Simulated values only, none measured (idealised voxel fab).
process module | voxel ribs on slabs
In the cross-section labelled cut, the width is 235 nm and each square cell is 5 nm.
Cross-section layout: square cells on a grid; listed as bands, top to bottom; a band spans one or more cell rows.
The band entry comprises the height of the band's top followed by the height of its bottom, expressed in nm, and subsequently the band's materials from left to right, each stated together with its width in nm. Where a single material is marked with the word "everywhere", that material fills the band from edge to edge. The word "air" represents empty space.
The reference from which all heights are counted is 0, the level beneath which the as-received wafer is entirely one material; the lowest band, having no lower bound, proceeds downward and is written after the example "0 -> down".
Top row gets the first number, bottom row gets the second, and each row in between changes by the same step: that is how a band width like "30 to 40" works.
Step marked "no modification"? Then no cell in the cross-section changed in it.
For the entry "Voids lacking openings", the listed items are empty spaces with no open way to the top whose size is 8 cells or more; each item follows the pattern width x height at distance, where distance is from the left edge and all three are in nm.
Post-settings text on a step line: simulator's own remark regarding the step.
overlay nm: on a step with a mask, how far right of its planned place the mask lay; negative means left.
**Set out below are the planned steps of the process**
| 1 | RECEIVE, material Si |
| 2 | DIRECTIONAL_DEP, material SiO2, thk nm 20 |
| 3 | DIRECTIONAL_DEP, material SiN, thk nm 25 |
| 4 | DIRECTIONAL_DEP, material aC, thk nm 15 |
| 5 | PATTERN, tone cover, mask id RIB, material resist, width nm 30, thk nm 35, overlay nm 0 |
| 6 | DIRECTIONAL_ETCH, etch materials aC, depth nm 15 |
| 7 | STRIP, etch materials resist |
| 8 | DIRECTIONAL_ETCH, etch materials SiN, depth nm 5 |
| 9 | STRIP, etch materials aC |
| 10 | MASKED_ETCH, tone cover, mask id SLAB, width nm 60, etch materials SiN, depth nm 20, overlay nm 0 |
| 11 | FILL_DEP, material SiO2, thk nm 15 |
| 12 | CMP, height nm 55 |
| 13 | DIRECTIONAL_DEP, material TiN, thk nm 5 |
| 14 | PATTERN, tone cover, mask id HEATER, material resist, width nm 40, thk nm 20, overlay nm 0 |
| 15 | DIRECTIONAL_ETCH, etch materials TiN, depth nm 5 |
| 16 | STRIP, etch materials resist |
| 17 | CONFORMAL_DEP, material SiN, thk nm 5 |
**So this is the incoming wafer in cross-section - it's already been through step 1**
0 -> down | Si everywhere
Voids lacking openings: none
**What the wafer looks like in cross-section after this module, when it starts as shown above and follows the plan above but one mistake is made in running it**
65 -> 60 | air (85)  SiN (50)  air (100)
60 -> 55 | SiN (90)  TiN (40)  SiN (105)
55 -> 45 | SiO2 everywhere
45 -> 40 | SiO2 (100)  SiN (30)  SiO2 (105)
40 -> 20 | SiO2 (85)  SiN (60)  SiO2 (90)
20 -> 0 | SiO2 everywhere
0 -> down | Si everywhere
Voids lacking openings: none
Short version of what went wrong: step 14 changed vs plan, executed as PATTERN, tone cover, mask id HEATER, material resist, width nm 40, thk nm 20, overlay nm -5
